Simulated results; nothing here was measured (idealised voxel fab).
The following process module bears the name voxel transistor to metal.
We display cut, a cross-section 195 nm in width whose square cells are each 5 nm.
Cross-section format: a grid of square cells, given as bands from top to bottom; each band is one or more rows of cells. What a band's entry tells you: where the top is and where the bottom is, as heights in nm, and after that what lies inside, material by material from left to right, each with its width in nm. Empty space is written as the word "empty", and a single material marked with the word "all across" occupies the band from edge to edge. Heights are measured from 0, the level below which the as-received wafer is all one material; the lowest band has no bottom and continues downward, written as in "from 0 down". A width such as "30 to 40" changes by the same amount from each row of cells to the next, from the band's top row to its bottom row. "nothing altered" after a step means that no cell of the cross-section changed. For the entry "Enclosed void entries", the listed items are empty spaces with no open way to the top whose size is 8 cells or more; each item follows the pattern width x height at distance, where distance is from the left edge and all three are in nm. It should be noted that, on the line of a given step, the content following the step's settings is a remark produced by the simulator itself with respect to that step. Each step line may optionally specify "overlay nm", which for a step with a mask gives the rightward distance between the mask's planned place and where it lay, a negative value indicating the leftward direction.
Process steps (planned):
step 1: op RECEIVE | material Si
step 2: op OXIDIZE | depth nm 5
step 3: op CONFORMAL_DEP | material SiN | thk nm 10
step 4: op DIRECTIONAL_DEP | material aC | thk nm 10
step 5: op PATTERN | tone cover | mask id ACTIVE | material resist | width nm 115 | thk nm 30 | overlay nm 0
step 6: op DIRECTIONAL_ETCH | etch materials aC | depth nm 10
step 7: op STRIP | etch materials resist
step 8: op DIRECTIONAL_ETCH | etch materials SiN | depth nm 10
step 9: op DIRECTIONAL_ETCH | etch materials SiO2 | depth nm 5
step 10: op DIRECTIONAL_ETCH | etch materials Si | depth nm 20
step 11: op STRIP | etch materials aC
step 12: op OXIDIZE | depth nm 5
step 13: op FILL_DEP | material SiO2 | thk nm 5
step 14: op CMP | height nm 10
step 15: op SELECTIVE_ETCH | etch materials SiO2 | depth nm 10
step 16: op STRIP | etch materials SiN
step 17: op SELECTIVE_ETCH | etch materials SiO2 | depth nm 5
step 18: op OXIDIZE | depth nm 5
step 19: op DIRECTIONAL_DEP | material polySi | thk nm 30
step 20: op DIRECTIONAL_DEP | material SiCN | thk nm 15
step 21: op PATTERN | tone cover | mask id GATE | material resist | width nm 25 | thk nm 20 | overlay nm 0
step 22: op DIRECTIONAL_ETCH | etch materials SiCN | depth nm 25
step 23: op DIRECTIONAL_ETCH | etch materials polySi | depth nm 40
step 24: op STRIP | etch materials resist
step 25: op CONFORMAL_DEP | material SiO2 | thk nm 5
step 26: op DIRECTIONAL_ETCH | etch materials SiO2 | depth nm 5
step 27: op CONFORMAL_DEP | material SiN | thk nm 5
step 28: op DIRECTIONAL_ETCH | etch materials SiN | depth nm 5
step 29: op DIRECTIONAL_ETCH | etch materials SiO2 | depth nm 5
step 30: op DIRECTIONAL_ETCH | etch materials Si | depth nm 10
step 31: op EPI | material nSi | thk nm 10
step 32: op FILL_DEP | material SiO2 | thk nm 10
step 33: op CMP | height nm 25
step 34: op STRIP | etch materials polySi
step 35: op SELECTIVE_ETCH | etch materials SiO2 | depth nm 5
step 36: op CONFORMAL_DEP | material HfO2 | thk nm 5
step 37: op CONFORMAL_DEP | material TiN | thk nm 5
step 38: op FILL_DEP | material W | thk nm 10
step 39: op CMP | height nm 20
step 40: op DIRECTIONAL_DEP | material SiO2 | thk nm 10
step 41: op MASKED_ETCH | tone open | mask id CONTACT | width nm 20 | pitch nm 85 | etch materials SiO2 | depth nm 40 | overlay nm 0
step 42: op CONFORMAL_DEP | material TiN | thk nm 5
step 43: op FILL_DEP | material W | thk nm 5
step 44: op CMP | height nm 30
step 45: op CONFORMAL_DEP | material SiN | thk nm 5
step 46: op DIRECTIONAL_DEP | material SiO2 | thk nm 20
step 47: op MASKED_ETCH | tone open | mask id METAL_1 | width nm 20 | pitch nm 85 | etch materials SiO2 | depth nm 20 | overlay nm 0
step 48: op MASKED_ETCH | tone open | mask id METAL_1 | width nm 20 | pitch nm 85 | etch materials SiN | depth nm 5 | overlay nm 0
step 49: op CONFORMAL_DEP | material TiN | thk nm 5
step 50: op FILL_DEP | material W | thk nm 10
step 51: op CMP | height nm 55
step 52: op EPI | material Ru | thk nm 5
step 53: op FILL_DEP | material SiCN | thk nm 5
step 54: op DIRECTIONAL_DEP | material lowk | thk nm 30
step 55: op DIRECTIONAL_DEP | material aC | thk nm 15
step 56: op PATTERN | tone open | mask id METAL_2_HOLES | material resist | width nm 15 | pitch nm 85 | thk nm 30 | overlay nm 0
step 57: op DIRECTIONAL_ETCH | etch materials aC | depth nm 15
step 58: op STRIP | etch materials resist
step 59: op DIRECTIONAL_ETCH | etch materials lowk | depth nm 30
step 60: op STRIP | etch materials aC
step 61: op MASKED_ETCH | tone open | mask id METAL_2 | width nm 20 | pitch nm 85 | etch materials lowk | depth nm 20 | overlay nm 0
step 62: op MASKED_ETCH | tone open | mask id METAL_2 | width nm 20 | pitch nm 85 | etch materials SiCN | depth nm 5 | overlay nm 0
step 63: op CONFORMAL_DEP | material TiN | thk nm 5
step 64: op FILL_DEP | material Cu | thk nm 10
step 65: op CMP | height nm 95
step 66: op CONFORMAL_DEP | material SiN | thk nm 5
Step 1 complete: cross-section of the wafer as received:
> from 0 down | Si all across
> Enclosed void entries: none
Post-module cross-section of the first of two wafers (run per plan):
> from 100 to 95 | SiN all across
> from 95 to 80 | 45 of lowk / 5 of TiN / 10 of Cu / 5 of TiN / 65 of lowk / 5 of TiN / 10 of Cu / 5 of TiN / 45 of lowk
> from 80 to 75 | 45 of lowk / 5 of TiN / 5 of Cu / 10 of TiN / 65 of lowk / 5 of TiN / 5 of Cu / 10 of TiN / 45 of lowk
> from 75 to 65 | 45 of lowk / 5 of TiN / 5 of Cu / 5 of TiN / 70 of lowk / 5 of TiN / 5 of Cu / 5 of TiN / 50 of lowk
> from 65 to 60 | 45 of SiCN / 15 of TiN / 70 of SiCN / 15 of TiN / 50 of SiCN
> from 60 to 55 | 40 of SiCN / 30 of Ru / 55 of SiCN / 30 of Ru / 40 of SiCN
> from 55 to 35 | 45 of SiO2 / 5 of TiN / 10 of W / 5 of TiN / 65 of SiO2 / 5 of TiN / 10 of W / 5 of TiN / 45 of SiO2
> from 35 to 30 | 45 of SiN / 20 of TiN / 65 of SiN / 20 of TiN / 45 of SiN
> from 30 to 20 | 45 of SiO2 / 5 of TiN / 10 of W / 5 of TiN / 65 of SiO2 / 5 of TiN / 10 of W / 5 of TiN / 45 of SiO2
> from 20 to 0 | 45 of SiO2 / 5 of TiN / 10 of W / 5 of TiN / 10 of SiO2 / 5 of SiN / 5 of HfO2 / 5 of TiN / 15 of W / 5 of TiN / 5 of HfO2 / 5 of SiN / 10 of SiO2 / 5 of TiN / 10 of W / 5 of TiN / 45 of SiO2
> from 0 to -5 | 45 of SiO2 / 5 of TiN / 10 of W / 5 of TiN / 10 of nSi / 5 of SiN / 5 of HfO2 / 25 of TiN / 5 of HfO2 / 5 of SiN / 10 of nSi / 5 of TiN / 10 of W / 5 of TiN / 45 of SiO2
> from -5 to -10 | 45 of SiO2 / 20 of TiN / 10 of nSi / 5 of SiO2 / 35 of HfO2 / 5 of SiO2 / 10 of nSi / 20 of TiN / 45 of SiO2
> from -10 to -20 | 45 of SiO2 / 30 of nSi / 45 of Si / 30 of nSi / 45 of SiO2
> from -20 to -30 | 45 of SiO2 / 105 of Si / 45 of SiO2
> from -30 down | Si all across
> Enclosed void entries: none
Second wafer of the two, sectioned at the end of the module. It began like the first and followed the same plan, but one mistake was made while running it:
> from 100 to 95 | SiN all across
> from 95 to 80 | 45 of lowk / 5 of TiN / 10 of Cu / 5 of TiN / 65 of lowk / 5 of TiN / 10 of Cu / 5 of TiN / 45 of lowk
> from 80 to 75 | 45 of lowk / 5 of TiN / 5 of Cu / 10 of TiN / 65 of lowk / 5 of TiN / 5 of Cu / 10 of TiN / 45 of lowk
> from 75 to 65 | 45 of lowk / 5 of TiN / 5 of Cu / 5 of TiN / 70 of lowk / 5 of TiN / 5 of Cu / 5 of TiN / 50 of lowk
> from 65 to 60 | 45 of SiCN / 15 of TiN / 70 of SiCN / 15 of TiN / 50 of SiCN
> from 60 to 55 | 40 of SiCN / 30 of Ru / 55 of SiCN / 30 of Ru / 40 of SiCN
> from 55 to 35 | 45 of SiO2 / 5 of TiN / 10 of W / 5 of TiN / 65 of SiO2 / 5 of TiN / 10 of W / 5 of TiN / 45 of SiO2
> from 35 to 30 | 45 of SiN / 20 of TiN / 65 of SiN / 20 of TiN / 45 of SiN
> from 30 to 20 | 45 of SiO2 / 5 of TiN / 10 of W / 5 of TiN / 65 of SiO2 / 5 of TiN / 10 of W / 5 of TiN / 45 of SiO2
> from 20 to 0 | 45 of SiO2 / 5 of TiN / 10 of W / 5 of TiN / 10 of SiO2 / 5 of SiN / 5 of HfO2 / 5 of TiN / 15 of W / 5 of TiN / 5 of HfO2 / 5 of SiN / 10 of SiO2 / 5 of TiN / 10 of W / 5 of TiN / 45 of SiO2
> from 0 to -5 | 45 of SiO2 / 20 of TiN / 10 of nSi / 5 of SiN / 5 of HfO2 / 25 of TiN / 5 of HfO2 / 5 of SiN / 10 of nSi / 20 of TiN / 45 of SiO2
> from -5 to -10 | 40 of SiO2 / 35 of nSi / 5 of SiO2 / 35 of HfO2 / 5 of SiO2 / 35 of nSi / 40 of SiO2
> from -10 to -15 | 45 of SiO2 / 30 of nSi / 45 of Si / 30 of nSi / 45 of SiO2
> from -15 to -30 | 45 of SiO2 / 105 of Si / 45 of SiO2
> from -30 down | Si all across
> Enclosed void entries: none
Deviation from plan: step 30 ran differently from the plan; actual operation with settings: op DIRECTIONAL_ETCH | etch materials Si | depth nm 5
Final comparison by cell count, materials where the second wafer has more or fewer than the first: +12 Si | -2 SiO2 | -4 TiN | -4 W | -2 nSi
